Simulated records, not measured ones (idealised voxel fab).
Process module heading - voxel transistor to metal
Xsec cut, 150 nm wide, square cell size 5 nm.
When this document writes out a cross-section, it uses a grid of square cells and lists it as bands, beginning at the top and moving down, with a band standing for one or more rows of cells. Per band: top height and bottom height in nm, followed by the left-to-right materials and their widths in nm; "full width" marks a single material spanning edge to edge, "blank" marks empty space. Height 0 is the level under which the wafer as received is all one material. The lowest band goes on downwards, as in "0..down". Top row gets the first number, bottom row gets the second, and each row in between changes by the same step: that is how a band width like "30->40" works. A step reported as "remained unchanged" is a step in which no cell of the cross-section changed. The entry titled "Voids, sealed" provides the empty spaces that have no open way to the top, restricted to those of 8 cells or more. Each is presented as width x height at distance, the distance being measured from the left edge, with all three in nm. Post-settings text on a step line: simulator's own remark regarding the step. overlay nm: for a step with a mask, the amount by which the mask lay right of where it was planned; a negative amount means left of it.

Plan
1: RECEIVE: material Si
2: OXIDIZE: depth nm 5
3: CONFORMAL_DEP: material SiN, thk nm 15
4: PATTERN: tone cover, mask id ACTIVE, material resist, width nm 115, thk nm 15, overlay nm 0
5: DIRECTIONAL_ETCH: etch materials SiN, depth nm 15
6: DIRECTIONAL_ETCH: etch materials SiO2, depth nm 5
7: DIRECTIONAL_ETCH: etch materials Si, depth nm 35
8: STRIP: etch materials resist
9: FILL_DEP: material SiO2, thk nm 15
10: CMP: height nm 15
11: SELECTIVE_ETCH: etch materials SiO2, depth nm 5
12: STRIP: etch materials SiN
13: SELECTIVE_ETCH: etch materials SiO2, depth nm 5
14: OXIDIZE: depth nm 5
15: DIRECTIONAL_DEP: material polySi, thk nm 30
16: DIRECTIONAL_DEP: material SiCN, thk nm 15
17: DIRECTIONAL_DEP: material aC, thk nm 15
18: PATTERN: tone cover, mask id GATE, material resist, width nm 35, thk nm 35, overlay nm 0
19: DIRECTIONAL_ETCH: etch materials aC, depth nm 15
20: STRIP: etch materials resist
21: DIRECTIONAL_ETCH: etch materials SiCN, depth nm 25
22: DIRECTIONAL_ETCH: etch materials polySi, depth nm 40
23: STRIP: etch materials aC
24: CONFORMAL_DEP: material SiO2, thk nm 5
25: DIRECTIONAL_ETCH: etch materials SiO2, depth nm 5
26: CONFORMAL_DEP: material SiN, thk nm 5
27: DIRECTIONAL_ETCH: etch materials SiN, depth nm 5
28: DIRECTIONAL_ETCH: etch materials SiO2, depth nm 5
29: DIRECTIONAL_ETCH: etch materials Si, depth nm 5
30: EPI: material nSi, thk nm 5
31: FILL_DEP: material SiO2, thk nm 5
32: CMP: height nm 25
33: STRIP: etch materials polySi
34: SELECTIVE_ETCH: etch materials SiO2, depth nm 5
35: CONFORMAL_DEP: material HfO2, thk nm 5
36: CONFORMAL_DEP: material TiN, thk nm 5
37: FILL_DEP: material W, thk nm 5
38: CMP: height nm 20
39: DIRECTIONAL_DEP: material SiO2, thk nm 10
40: MASKED_ETCH: tone open, mask id CONTACT, width nm 15, pitch nm 90, etch materials SiO2, depth nm 40, overlay nm 0
41: CONFORMAL_DEP: material TiN, thk nm 5
42: FILL_DEP: material W, thk nm 10
43: CMP: height nm 30
44: CONFORMAL_DEP: material SiCN, thk nm 5
45: DIRECTIONAL_DEP: material lowk, thk nm 15
46: PATTERN: tone open, mask id METAL_1, material resist, width nm 15, pitch nm 90, thk nm 15, overlay nm 0
47: DIRECTIONAL_ETCH: etch materials lowk, depth nm 15
48: DIRECTIONAL_ETCH: etch materials SiCN, depth nm 5
49: STRIP: etch materials resist
50: CONFORMAL_DEP: material TiN, thk nm 5
51: FILL_DEP: material W, thk nm 5
52: CMP: height nm 50
53: EPI: material Ru, thk nm 5
54: FILL_DEP: material SiCN, thk nm 5
55: DIRECTIONAL_DEP: material SiO2, thk nm 30
56: DIRECTIONAL_DEP: material aC, thk nm 15
57: PATTERN: tone open, mask id METAL_2, material resist, width nm 15, pitch nm 90, thk nm 35, overlay nm 0
58: DIRECTIONAL_ETCH: etch materials aC, depth nm 15
59: STRIP: etch materials resist
60: DIRECTIONAL_ETCH: etch materials SiO2, depth nm 15
61: STRIP: etch materials aC
62: MASKED_ETCH: tone open, mask id METAL_2_HOLES, width nm 15, pitch nm 90, etch materials SiO2, depth nm 15, overlay nm 0
63: MASKED_ETCH: tone open, mask id METAL_2_HOLES, width nm 15, pitch nm 90, etch materials SiCN, depth nm 5, overlay nm 0
64: CONFORMAL_DEP: material TiN, thk nm 5
65: FILL_DEP: material Cu, thk nm 10
66: CMP: height nm 90
67: CONFORMAL_DEP: material SiCN, thk nm 5

The following pertains to the first of two wafers, which was processed as planned

So this is the incoming wafer in cross-section - it's already been through step 1
- 0..down = Si full width
- Voids, sealed: none

The following cross-section depicts the wafer upon completion of step 2
- 0..-5 = SiO2 full width
- No changes below -5.

The following cross-section depicts the wafer upon completion of step 3
- 15..0 = SiN full width
- No changes below 0.

The following cross-section depicts the wafer upon completion of step 4
- 30..15 = blank (15), resist (115), blank (20)
- No changes below 15.

The following cross-section depicts the wafer upon completion of step 5
- 30..15 = blank (15), resist (115), blank (20)
- 15..0 = blank (15), SiN (115), blank (20)
- No changes below 0.

The following cross-section depicts the wafer upon completion of step 6
- 30..15 = blank (15), resist (115), blank (20)
- 15..0 = blank (15), SiN (115), blank (20)
- 0..-5 = blank (15), SiO2 (115), blank (20)
- No changes below -5.

The following cross-section depicts the wafer upon completion of step 7
- 30..15 = blank (15), resist (115), blank (20)
- 15..0 = blank (15), SiN (115), blank (20)
- 0..-5 = blank (15), SiO2 (115), blank (20)
- -5..-40 = blank (15), Si (115), blank (20)
- No changes below -40.

The following cross-section depicts the wafer upon completion of step 8
- 15..0 = blank (15), SiN (115), blank (20)
- No changes below 0.

The following cross-section depicts the wafer upon completion of step 9
- 30..15 = SiO2 full width
- 15..0 = SiO2 (15), SiN (115), SiO2 (20)
- 0..-5 = SiO2 full width
- -5..-40 = SiO2 (15), Si (115), SiO2 (20)
- No changes below -40.

The following cross-section depicts the wafer upon completion of step 10
- 15..0 = SiO2 (15), SiN (115), SiO2 (20)
- No changes below 0.

The following cross-section depicts the wafer upon completion of step 11
- 15..10 = blank (15), SiN (115), blank (20)
- No changes below 10.

The following cross-section depicts the wafer upon completion of step 12
- 10..0 = SiO2 (15), blank (115), SiO2 (20)
- No changes below 0.

The following cross-section depicts the wafer upon completion of step 13
- 5..-5 = SiO2 (10), blank (125), SiO2 (15)
- No changes below -5.

The following cross-section depicts the wafer upon completion of step 14
- 5..-5 = SiO2 (10), blank (125), SiO2 (15)
- -5..-10 = SiO2 full width
- No changes below -10.

The following cross-section depicts the wafer upon completion of step 15
- 35..25 = polySi (10), blank (125), polySi (15)
- 25..5 = polySi full width
- 5..-5 = SiO2 (10), polySi (125), SiO2 (15)
- No changes below -5.

The following cross-section depicts the wafer upon completion of step 16
- 50..40 = SiCN (10), blank (125), SiCN (15)
- 40..35 = SiCN full width
- 35..25 = polySi (10), SiCN (125), polySi (15)
- No changes below 25.

The following cross-section depicts the wafer upon completion of step 17
- 65..55 = aC (10), blank (125), aC (15)
- 55..50 = aC full width
- 50..40 = SiCN (10), aC (125), SiCN (15)
- No changes below 40.

The following cross-section depicts the wafer upon completion of step 18
- 100..65 = blank (55), resist (35), blank (60)
- 65..55 = aC (10), blank (45), resist (35), blank (45), aC (15)
- No changes below 55.

The following cross-section depicts the wafer upon completion of step 19
- 85..55 = blank (55), resist (35), blank (60)
- 55..50 = blank (55), aC (35), blank (60)
- 50..40 = SiCN (10), blank (45), aC (35), blank (45), SiCN (15)
- No changes below 40.

The following cross-section depicts the wafer upon completion of step 20
- 55..50 = blank (55), aC (35), blank (60)
- No changes below 50.

The following cross-section depicts the wafer upon completion of step 21
- 55..40 = blank (55), aC (35), blank (60)
- 40..35 = blank (55), SiCN (35), blank (60)
- 35..25 = polySi (10), blank (45), SiCN (35), blank (45), polySi (15)
- No changes below 25.

The following cross-section depicts the wafer upon completion of step 22
- 55..40 = blank (55), aC (35), blank (60)
- 40..25 = blank (55), SiCN (35), blank (60)
- 25..5 = blank (55), polySi (35), blank (60)
- 5..-5 = SiO2 (10), blank (45), polySi (35), blank (45), SiO2 (15)
- No changes below -5.

The following cross-section depicts the wafer upon completion of step 23
- 40..25 = blank (55), SiCN (35), blank (60)
- No changes below 25.

The following cross-section depicts the wafer upon completion of step 24
- 45..40 = blank (50), SiO2 (45), blank (55)
- 40..25 = blank (50), SiO2 (5), SiCN (35), SiO2 (5), blank (55)
- 25..10 = blank (50), SiO2 (5), polySi (35), SiO2 (5), blank (55)
- 10..0 = SiO2 (15), blank (35), SiO2 (5), polySi (35), SiO2 (5), blank (35), SiO2 (20)
- 0..-5 = SiO2 (55), polySi (35), SiO2 (60)
- No changes below -5.

The following cross-section depicts the wafer upon completion of step 25
- 40..25 = blank (50), SiO2 (5), SiCN (35), SiO2 (5), blank (55)
- 25..5 = blank (50), SiO2 (5), polySi (35), SiO2 (5), blank (55)
- 5..-5 = SiO2 (15), blank (35), SiO2 (5), polySi (35), SiO2 (5), blank (35), SiO2 (20)
- No changes below -5.

The following cross-section depicts the wafer upon completion of step 26
- 45..40 = blank (45), SiN (55), blank (50)
- 40..25 = blank (45), SiN (5), SiO2 (5), SiCN (35), SiO2 (5), SiN (5), blank (50)
- 25..10 = blank (45), SiN (5), SiO2 (5), polySi (35), SiO2 (5), SiN (5), blank (50)
- 10..5 = SiN (20), blank (25), SiN (5), SiO2 (5), polySi (35), SiO2 (5), SiN (5), blank (25), SiN (25)
- 5..0 = SiO2 (15), SiN (5), blank (25), SiN (5), SiO2 (5), polySi (35), SiO2 (5), SiN (5), blank (25), SiN (5), SiO2 (20)
- 0..-5 = SiO2 (15), SiN (35), SiO2 (5), polySi (35), SiO2 (5), SiN (35), SiO2 (20)
- No changes below -5.

The following cross-section depicts the wafer upon completion of step 27
- 40..25 = blank (45), SiN (5), SiO2 (5), SiCN (35), SiO2 (5), SiN (5), blank (50)
- 25..5 = blank (45), SiN (5), SiO2 (5), polySi (35), SiO2 (5), SiN (5), blank (50)
- 5..-5 = SiO2 (15), SiN (5), blank (25), SiN (5), SiO2 (5), polySi (35), SiO2 (5), SiN (5), blank (25), SiN (5), SiO2 (20)
- No changes below -5.

The following cross-section depicts the wafer upon completion of step 28
- 40..35 = blank (45), SiN (5), blank (5), SiCN (35), blank (5), SiN (5), blank (50)
- 35..25 = blank (45), SiN (5), SiO2 (5), SiCN (35), SiO2 (5), SiN (5), blank (50)
- 25..5 = blank (45), SiN (5), SiO2 (5), polySi (35), SiO2 (5), SiN (5), blank (50)
- 5..0 = blank (15), SiN (5), blank (25), SiN (5), SiO2 (5), polySi (35), SiO2 (5), SiN (5), blank (25), SiN (5), blank (20)
- 0..-5 = SiO2 (15), SiN (5), blank (25), SiN (5), SiO2 (5), polySi (35), SiO2 (5), SiN (5), blank (25), SiN (5), SiO2 (20)
- -5..-10 = SiO2 (20), blank (25), SiO2 (55), blank (25), SiO2 (25)
- No changes below -10.

The following cross-section depicts the wafer upon completion of step 29
- 40..35 = blank (45), SiN (5), blank (5), SiCN (35), blank (5), SiN (5), blank (50)
- 35..25 = blank (45), SiN (5), SiO2 (5), SiCN (35), SiO2 (5), SiN (5), blank (50)
- 25..5 = blank (45), SiN (5), SiO2 (5), polySi (35), SiO2 (5), SiN (5), blank (50)
- 5..0 = blank (15), SiN (5), blank (25), SiN (5), SiO2 (5), polySi (35), SiO2 (5), SiN (5), blank (25), SiN (5), blank (20)
- 0..-5 = SiO2 (15), SiN (5), blank (25), SiN (5), SiO2 (5), polySi (35), SiO2 (5), SiN (5), blank (25), SiN (5), SiO2 (20)
- -5..-10 = SiO2 (20), blank (25), SiO2 (55), blank (25), SiO2 (25)
- -10..-15 = SiO2 (15), Si (5), blank (25), Si (55), blank (25), Si (5), SiO2 (20)
- No changes below -15.

The following cross-section depicts the wafer upon completion of step 30
- 40..35 = blank (45), SiN (5), blank (5), SiCN (35), blank (5), SiN (5), blank (50)
- 35..25 = blank (45), SiN (5), SiO2 (5), SiCN (35), SiO2 (5), SiN (5), blank (50)
- 25..5 = blank (45), SiN (5), SiO2 (5), polySi (35), SiO2 (5), SiN (5), blank (50)
- 5..0 = blank (15), SiN (5), blank (25), SiN (5), SiO2 (5), polySi (35), SiO2 (5), SiN (5), blank (25), SiN (5), blank (20)
- 0..-5 = SiO2 (15), SiN (5), blank (25), SiN (5), SiO2 (5), polySi (35), SiO2 (5), SiN (5), blank (25), SiN (5), SiO2 (20)
- -5..-10 = SiO2 (20), nSi (5), blank (15), nSi (5), SiO2 (55), nSi (5), blank (15), nSi (5), SiO2 (25)
- -10..-15 = SiO2 (15), Si (5), nSi (25), Si (55), nSi (25), Si (5), SiO2 (20)
- No changes below -15.

The following cross-section depicts the wafer upon completion of step 31
- 45..40 = SiO2 full width
- 40..25 = SiO2 (45), SiN (5), SiO2 (5), SiCN (35), SiO2 (5), SiN (5), SiO2 (50)
- 25..5 = SiO2 (45), SiN (5), SiO2 (5), polySi (35), SiO2 (5), SiN (5), SiO2 (50)
- 5..-5 = SiO2 (15), SiN (5), SiO2 (25), SiN (5), SiO2 (5), polySi (35), SiO2 (5), SiN (5), SiO2 (25), SiN (5), SiO2 (20)
- -5..-10 = SiO2 (20), nSi (5), SiO2 (15), nSi (5), SiO2 (55), nSi (5), SiO2 (15), nSi (5), SiO2 (25)
- No changes below -10.

The following cross-section depicts the wafer upon completion of step 32
- 25..5 = SiO2 (45), SiN (5), SiO2 (5), polySi (35), SiO2 (5), SiN (5), SiO2 (50)
- No changes below 5.

The following cross-section depicts the wafer upon completion of step 33
- 25..5 = SiO2 (45), SiN (5), SiO2 (5), blank (35), SiO2 (5), SiN (5), SiO2 (50)
- 5..-5 = SiO2 (15), SiN (5), SiO2 (25), SiN (5), SiO2 (5), blank (35), SiO2 (5), SiN (5), SiO2 (25), SiN (5), SiO2 (20)
- No changes below -5.

The following cross-section depicts the wafer upon completion of step 34
- 25..20 = blank (45), SiN (5), blank (45), SiN (5), blank (50)
- 20..5 = SiO2 (45), SiN (5), blank (45), SiN (5), SiO2 (50)
- 5..-5 = SiO2 (15), SiN (5), SiO2 (25), SiN (5), blank (45), SiN (5), SiO2 (25), SiN (5), SiO2 (20)
- -5..-10 = SiO2 (20), nSi (5), SiO2 (15), nSi (5), SiO2 (5), blank (45), SiO2 (5), nSi (5), SiO2 (15), nSi (5), SiO2 (25)
- No changes below -10.

The following cross-section depicts the wafer upon completion of step 35
- 30..25 = blank (40), HfO2 (15), blank (35), HfO2 (15), blank (45)
- 25..20 = HfO2 (45), SiN (5), HfO2 (5), blank (35), HfO2 (5), SiN (5), HfO2 (50)
- 20..5 = SiO2 (45), SiN (5), HfO2 (5), blank (35), HfO2 (5), SiN (5), SiO2 (50)
- 5..-5 = SiO2 (15), SiN (5), SiO2 (25), SiN (5), HfO2 (5), blank (35), HfO2 (5), SiN (5), SiO2 (25), SiN (5), SiO2 (20)
- -5..-10 = SiO2 (20), nSi (5), SiO2 (15), nSi (5), SiO2 (5), HfO2 (45), SiO2 (5), nSi (5), SiO2 (15), nSi (5), SiO2 (25)
- No changes below -10.

The following cross-section depicts the wafer upon completion of step 36
- 35..30 = blank (35), TiN (25), blank (25), TiN (25), blank (40)
- 30..25 = TiN (40), HfO2 (15), TiN (5), blank (25), TiN (5), HfO2 (15), TiN (45)
- 25..20 = HfO2 (45), SiN (5), HfO2 (5), TiN (5), blank (25), TiN (5), HfO2 (5), SiN (5), HfO2 (50)
- 20..5 = SiO2 (45), SiN (5), HfO2 (5), TiN (5), blank (25), TiN (5), HfO2 (5), SiN (5), SiO2 (50)
- 5..0 = SiO2 (15), SiN (5), SiO2 (25), SiN (5), HfO2 (5), TiN (5), blank (25), TiN (5), HfO2 (5), SiN (5), SiO2 (25), SiN (5), SiO2 (20)
- 0..-5 = SiO2 (15), SiN (5), SiO2 (25), SiN (5), HfO2 (5), TiN (35), HfO2 (5), SiN (5), SiO2 (25), SiN (5), SiO2 (20)
- No changes below -5.

The following cross-section depicts the wafer upon completion of step 37
- 40..35 = W full width
- 35..30 = W (35), TiN (25), W (25), TiN (25), W (40)
- 30..25 = TiN (40), HfO2 (15), TiN (5), W (25), TiN (5), HfO2 (15), TiN (45)
- 25..20 = HfO2 (45), SiN (5), HfO2 (5), TiN (5), W (25), TiN (5), HfO2 (5), SiN (5), HfO2 (50)
- 20..5 = SiO2 (45), SiN (5), HfO2 (5), TiN (5), W (25), TiN (5), HfO2 (5), SiN (5), SiO2 (50)
- 5..0 = SiO2 (15), SiN (5), SiO2 (25), SiN (5), HfO2 (5), TiN (5), W (25), TiN (5), HfO2 (5), SiN (5), SiO2 (25), SiN (5), SiO2 (20)
- No changes below 0.

The following cross-section depicts the wafer upon completion of step 38
- 20..5 = SiO2 (45), SiN (5), HfO2 (5), TiN (5), W (25), TiN (5), HfO2 (5), SiN (5), SiO2 (50)
- No changes below 5.

The following cross-section depicts the wafer upon completion of step 39
- 30..20 = SiO2 full width
- No changes below 20.

The following cross-section depicts the wafer upon completion of step 40
- 30..20 = SiO2 (20), blank (15), SiO2 (75), blank (15), SiO2 (25)
- 20..5 = SiO2 (20), blank (15), SiO2 (10), SiN (5), HfO2 (5), TiN (5), W (25), TiN (5), HfO2 (5), SiN (5), SiO2 (10), blank (15), SiO2 (25)
- 5..0 = SiO2 (15), SiN (5), blank (15), SiO2 (10), SiN (5), HfO2 (5), TiN (5), W (25), TiN (5), HfO2 (5), SiN (5), SiO2 (10), blank (15), SiN (5), SiO2 (20)
- 0..-5 = SiO2 (15), SiN (5), blank (15), SiO2 (10), SiN (5), HfO2 (5), TiN (35), HfO2 (5), SiN (5), SiO2 (10), blank (15), SiN (5), SiO2 (20)
- -5..-10 = SiO2 (20), nSi (5), blank (10), SiO2 (5), nSi (5), SiO2 (5), HfO2 (45), SiO2 (5), nSi (5), SiO2 (5), blank (10), nSi (5), SiO2 (25)
- No changes below -10.

The following cross-section depicts the wafer upon completion of step 41
- 35..30 = TiN (25), blank (5), TiN (85), blank (5), TiN (30)
- 30..20 = SiO2 (20), TiN (5), blank (5), TiN (5), SiO2 (75), TiN (5), blank (5), TiN (5), SiO2 (25)
- 20..5 = SiO2 (20), TiN (5), blank (5), TiN (5), SiO2 (10), SiN (5), HfO2 (5), TiN (5), W (25), TiN (5), HfO2 (5), SiN (5), SiO2 (10), TiN (5), blank (5), TiN (5), SiO2 (25)
- 5..0 = SiO2 (15), SiN (5), TiN (5), blank (5), TiN (5), SiO2 (10), SiN (5), HfO2 (5), TiN (5), W (25), TiN (5), HfO2 (5), SiN (5), SiO2 (10), TiN (5), blank (5), TiN (5), SiN (5), SiO2 (20)
- 0..-5 = SiO2 (15), SiN (5), TiN (15), SiO2 (10), SiN (5), HfO2 (5), TiN (35), HfO2 (5), SiN (5), SiO2 (10), TiN (15), SiN (5), SiO2 (20)
- -5..-10 = SiO2 (20), nSi (5), TiN (10), SiO2 (5), nSi (5), SiO2 (5), HfO2 (45), SiO2 (5), nSi (5), SiO2 (5), TiN (10), nSi (5), SiO2 (25)
- No changes below -10.

The following cross-section depicts the wafer upon completion of step 42
- 45..35 = W full width
- 35..30 = TiN (25), W (5), TiN (85), W (5), TiN (30)
- 30..20 = SiO2 (20), TiN (5), W (5), TiN (5), SiO2 (75), TiN (5), W (5), TiN (5), SiO2 (25)
- 20..5 = SiO2 (20), TiN (5), W (5), TiN (5), SiO2 (10), SiN (5), HfO2 (5), TiN (5), W (25), TiN (5), HfO2 (5), SiN (5), SiO2 (10), TiN (5), W (5), TiN (5), SiO2 (25)
- 5..0 = SiO2 (15), SiN (5), TiN (5), W (5), TiN (5), SiO2 (10), SiN (5), HfO2 (5), TiN (5), W (25), TiN (5), HfO2 (5), SiN (5), SiO2 (10), TiN (5), W (5), TiN (5), SiN (5), SiO2 (20)
- No changes below 0.

The following cross-section depicts the wafer upon completion of step 43
- 30..20 = SiO2 (20), TiN (5), W (5), TiN (5), SiO2 (75), TiN (5), W (5), TiN (5), SiO2 (25)
- No changes below 20.

The following cross-section depicts the wafer upon completion of step 44
- 35..30 = SiCN full width
- No changes below 30.

The following cross-section depicts the wafer upon completion of step 45
- 50..35 = lowk full width
- No changes below 35.

The following cross-section depicts the wafer upon completion of step 46
- 65..50 = resist (20), blank (15), resist (75), blank (15), resist (25)
- No changes below 50.

The following cross-section depicts the wafer upon completion of step 47
- 65..50 = resist (20), blank (15), resist (75), blank (15), resist (25)
- 50..35 = lowk (20), blank (15), lowk (75), blank (15), lowk (25)
- No changes below 35.

The following cross-section depicts the wafer upon completion of step 48
- 65..50 = resist (20), blank (15), resist (75), blank (15), resist (25)
- 50..35 = lowk (20), blank (15), lowk (75), blank (15), lowk (25)
- 35..30 = SiCN (20), blank (15), SiCN (75), blank (15), SiCN (25)
- No changes below 30.

The following cross-section depicts the wafer upon completion of step 49
- 50..35 = lowk (20), blank (15), lowk (75), blank (15), lowk (25)
- No changes below 35.

The following cross-section depicts the wafer upon completion of step 50
- 55..50 = TiN (25), blank (5), TiN (85), blank (5), TiN (30)
- 50..35 = lowk (20), TiN (5), blank (5), TiN (5), lowk (75), TiN (5), blank (5), TiN (5), lowk (25)
- 35..30 = SiCN (20), TiN (15), SiCN (75), TiN (15), SiCN (25)
- No changes below 30.

The following cross-section depicts the wafer upon completion of step 51
- 60..55 = W full width
- 55..50 = TiN (25), W (5), TiN (85), W (5), TiN (30)
- 50..35 = lowk (20), TiN (5), W (5), TiN (5), lowk (75), TiN (5), W (5), TiN (5), lowk (25)
- No changes below 35.

The following cross-section depicts the wafer upon completion of step 52
- 50..35 = lowk (20), TiN (5), W (5), TiN (5), lowk (75), TiN (5), W (5), TiN (5), lowk (25)
- No changes below 35.

The following cross-section depicts the wafer upon completion of step 53
- 55..50 = blank (15), Ru (25), blank (65), Ru (25), blank (20)
- No changes below 50.

The following cross-section depicts the wafer upon completion of step 54
- 60..55 = SiCN full width
- 55..50 = SiCN (15), Ru (25), SiCN (65), Ru (25), SiCN (20)
- No changes below 50.

The following cross-section depicts the wafer upon completion of step 55
- 90..60 = SiO2 full width
- No changes below 60.

The following cross-section depicts the wafer upon completion of step 56
- 105..90 = aC full width
- No changes below 90.

The following cross-section depicts the wafer upon completion of step 57
- 140..105 = resist (20), blank (15), resist (75), blank (15), resist (25)
- No changes below 105.

The following cross-section depicts the wafer upon completion of step 58
- 125..105 = resist (20), blank (15), resist (75), blank (15), resist (25)
- 105..90 = aC (20), blank (15), aC (75), blank (15), aC (25)
- No changes below 90.

The following cross-section depicts the wafer upon completion of step 59
- 105..90 = aC (20), blank (15), aC (75), blank (15), aC (25)
- No changes below 90.

The following cross-section depicts the wafer upon completion of step 60
- 105..90 = aC (20), blank (15), aC (75), blank (15), aC (25)
- 90..75 = SiO2 (20), blank (15), SiO2 (75), blank (15), SiO2 (25)
- No changes below 75.

The following cross-section depicts the wafer upon completion of step 61
- 90..75 = SiO2 (20), blank (15), SiO2 (75), blank (15), SiO2 (25)
- No changes below 75.

The following cross-section depicts the wafer upon completion of step 62
- 90..60 = SiO2 (20), blank (15), SiO2 (75), blank (15), SiO2 (25)
- No changes below 60.

The following cross-section depicts the wafer upon completion of step 63
- 90..60 = SiO2 (20), blank (15), SiO2 (75), blank (15), SiO2 (25)
- 60..55 = SiCN (20), blank (15), SiCN (75), blank (15), SiCN (25)
- No changes below 55.

The following cross-section depicts the wafer upon completion of step 64
- 95..90 = TiN (25), blank (5), TiN (85), blank (5), TiN (30)
- 90..60 = SiO2 (20), TiN (5), blank (5), TiN (5), SiO2 (75), TiN (5), blank (5), TiN (5), SiO2 (25)
- 60..55 = SiCN (20), TiN (15), SiCN (75), TiN (15), SiCN (25)
- No changes below 55.

The following cross-section depicts the wafer upon completion of step 65
- 105..95 = Cu full width
- 95..90 = TiN (25), Cu (5), TiN (85), Cu (5), TiN (30)
- 90..60 = SiO2 (20), TiN (5), Cu (5), TiN (5), SiO2 (75), TiN (5), Cu (5), TiN (5), SiO2 (25)
- No changes below 60.

The following cross-section depicts the wafer upon completion of step 66
- 90..60 = SiO2 (20), TiN (5), Cu (5), TiN (5), SiO2 (75), TiN (5), Cu (5), TiN (5), SiO2 (25)
- No changes below 60.

The following cross-section depicts the wafer upon completion of step 67
- 95..90 = SiCN full width
- No changes below 90.

Companion wafer, the second of two: same beginning, same intended sequence, one mistake in carrying it out; through step 45 inclusive it tracks the first exactly

Cross-section: second wafer, time at which step 46 was scheduled to end
- 65..50 = resist (20), blank (20), resist (70), blank (20), resist (20)
- No changes below 50.

Cross-section: second wafer, time at which step 47 was scheduled to end
- 65..50 = resist (20), blank (20), resist (70), blank (20), resist (20)
- 50..35 = lowk (20), blank (20), lowk (70), blank (20), lowk (20)
- No changes below 35.

Cross-section: second wafer, time at which step 48 was scheduled to end
- 65..50 = resist (20), blank (20), resist (70), blank (20), resist (20)
- 50..35 = lowk (20), blank (20), lowk (70), blank (20), lowk (20)
- 35..30 = SiCN (20), blank (20), SiCN (70), blank (20), SiCN (20)
- No changes below 30.

Cross-section: second wafer, time at which step 49 was scheduled to end
- 50..35 = lowk (20), blank (20), lowk (70), blank (20), lowk (20)
- No changes below 35.

Cross-section: second wafer, time at which step 50 was scheduled to end
- 55..50 = TiN (25), blank (10), TiN (80), blank (10), TiN (25)
- 50..35 = lowk (20), TiN (5), blank (10), TiN (5), lowk (70), TiN (5), blank (10), TiN (5), lowk (20)
- 35..30 = SiCN (20), TiN (20), SiCN (70), TiN (20), SiCN (20)
- No changes below 30.

Cross-section: second wafer, time at which step 51 was scheduled to end
- 60..55 = W full width
- 55..50 = TiN (25), W (10), TiN (80), W (10), TiN (25)
- 50..35 = lowk (20), TiN (5), W (10), TiN (5), lowk (70), TiN (5), W (10), TiN (5), lowk (20)
- No changes below 35.

Cross-section: second wafer, time at which step 52 was scheduled to end
- 50..35 = lowk (20), TiN (5), W (10), TiN (5), lowk (70), TiN (5), W (10), TiN (5), lowk (20)
- No changes below 35.

Cross-section: second wafer, time at which step 53 was scheduled to end
- 55..50 = blank (15), Ru (30), blank (60), Ru (30), blank (15)
- No changes below 50.

Cross-section: second wafer, time at which step 54 was scheduled to end
- 60..55 = SiCN full width
- 55..50 = SiCN (15), Ru (30), SiCN (60), Ru (30), SiCN (15)
- No changes below 50.

Cross-section: second wafer, time at which step 55 was scheduled to end
- 90..60 = SiO2 full width
- No changes below 60.

Cross-section: second wafer, time at which step 56 was scheduled to end
- 105..90 = aC full width
- No changes below 90.

Cross-section: second wafer, time at which step 57 was scheduled to end
- 140..105 = resist (20), blank (15), resist (75), blank (15), resist (25)
- No changes below 105.

Cross-section: second wafer, time at which step 58 was scheduled to end
- 125..105 = resist (20), blank (15), resist (75), blank (15), resist (25)
- 105..90 = aC (20), blank (15), aC (75), blank (15), aC (25)
- No changes below 90.

Cross-section: second wafer, time at which step 59 was scheduled to end
- 105..90 = aC (20), blank (15), aC (75), blank (15), aC (25)
- No changes below 90.

Cross-section: second wafer, time at which step 60 was scheduled to end
- 105..90 = aC (20), blank (15), aC (75), blank (15), aC (25)
- 90..75 = SiO2 (20), blank (15), SiO2 (75), blank (15), SiO2 (25)
- No changes below 75.

Cross-section: second wafer, time at which step 61 was scheduled to end
- 90..75 = SiO2 (20), blank (15), SiO2 (75), blank (15), SiO2 (25)
- No changes below 75.

Cross-section: second wafer, time at which step 62 was scheduled to end
- 90..60 = SiO2 (20), blank (15), SiO2 (75), blank (15), SiO2 (25)
- No changes below 60.

Cross-section: second wafer, time at which step 63 was scheduled to end
- 90..60 = SiO2 (20), blank (15), SiO2 (75), blank (15), SiO2 (25)
- 60..55 = SiCN (20), blank (15), SiCN (75), blank (15), SiCN (25)
- No changes below 55.

Cross-section: second wafer, time at which step 64 was scheduled to end
- 95..90 = TiN (25), blank (5), TiN (85), blank (5), TiN (30)
- 90..60 = SiO2 (20), TiN (5), blank (5), TiN (5), SiO2 (75), TiN (5), blank (5), TiN (5), SiO2 (25)
- 60..55 = SiCN (20), TiN (15), SiCN (75), TiN (15), SiCN (25)
- No changes below 55.

Cross-section: second wafer, time at which step 65 was scheduled to end
- 105..95 = Cu full width
- 95..90 = TiN (25), Cu (5), TiN (85), Cu (5), TiN (30)
- 90..60 = SiO2 (20), TiN (5), Cu (5), TiN (5), SiO2 (75), TiN (5), Cu (5), TiN (5), SiO2 (25)
- No changes below 60.

Cross-section: second wafer, time at which step 66 was scheduled to end
- 90..60 = SiO2 (20), TiN (5), Cu (5), TiN (5), SiO2 (75), TiN (5), Cu (5), TiN (5), SiO2 (25)
- No changes below 60.

Cross-section: second wafer, time at which step 67 was scheduled to end
- 95..90 = SiCN full width
- No changes below 90.
What was done differently from what was planned? step 46 ran as: PATTERN: tone open, mask id METAL_1, material resist, width nm 20, pitch nm 90, thk nm 15, overlay nm 0
Looking at both finished wafers in cells, the second ends up ahead of or behind the first on some materials: +2 Ru, -4 SiCN, +2 TiN, +6 W, -6 lowk
